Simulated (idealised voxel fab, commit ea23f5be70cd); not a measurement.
Herein follows the process module entitled voxel tone inversion.
In the cross-section labelled cut, the width is 240 nm and each square cell is 5 nm.
Square cells in a grid make up a cross-section in this document, and the grid is given as bands, listed from the top down, each one or more rows of cells. It is stipulated that each band's entry specify, in nanometres, the height of the top of the band and then that of its bottom, followed by the materials of the band in left-to-right sequence, each together with its width in nanometres. A single material marked by the word "all across" is understood to fill the band from edge to edge; the word "air" is understood to denote empty space. Counting heights begins at 0, where everything beneath is, in the wafer as received, one material. The lowest band has no bottom; it goes on downwards, as "0 nm and below" shows. Note: "30 to 40" means the width goes from the first number (top row of the band) to the second number (bottom row) in equal steps per row of cells. For the purposes of this document, the phrase "changes: none" attached to a step denotes that no cell within the cross-section was modified by that step. The label "Sealed voids" introduces a list of the empty spaces, 8 cells or larger, that have no open way up to the top; each entry in it reads width x height at distance, where the distance is taken from the left edge and all three are stated in nm. Post-settings text on a step line: simulator's own remark regarding the step. The line of a step may include "overlay nm". On a step with a mask, this value is how far to the right of its planned place the mask lay. A negative value means the mask lay to the left.
## Set out below are the planned steps of the process
step 1: RECEIVE with material Si
step 2: CONFORMAL_DEP with material SiN, thk nm 10
step 3: DIRECTIONAL_DEP with material aC, thk nm 15
step 4: PATTERN with tone cover, mask id POSTS, material resist, width nm 25, pitch nm 40, thk nm 25, overlay nm 0
step 5: DIRECTIONAL_ETCH with etch materials aC, depth nm 15
step 6: STRIP with etch materials resist
step 7: FILL_DEP with material lowk, thk nm 5
step 8: CMP with height nm 25
step 9: STRIP with etch materials aC
step 10: CONFORMAL_DEP with material TiN, thk nm 5
step 11: FILL_DEP with material Cu, thk nm 5
step 12: CMP with height nm 25
step 13: CONFORMAL_DEP with material SiN, thk nm 5
## Cross-section of the wafer as it came to us, i.e., already through step 1
- 0 nm and below: Si all across
- Sealed voids: none
## Final cross-section, module run with one mistake (start and plan as above)
- 30 nm to 25 nm: SiN all across
- 25 nm to 15 nm: Cu 60 | TiN 5 | lowk 25 | TiN 5 | Cu 5 | TiN 5 | lowk 25 | TiN 5 | Cu 5 | TiN 5 | lowk 25 | TiN 5 | Cu 65
- 15 nm to 10 nm: TiN 65 | lowk 25 | TiN 15 | lowk 25 | TiN 15 | lowk 25 | TiN 70
- 10 nm to 0 nm: SiN all across
- 0 nm and below: Si all across
- Sealed voids: none
What was done differently from what was planned? planned and actual differ for step 4; actual: PATTERN with tone open, mask id POSTS, material resist, width nm 25, pitch nm 40, thk nm 25, overlay nm 0
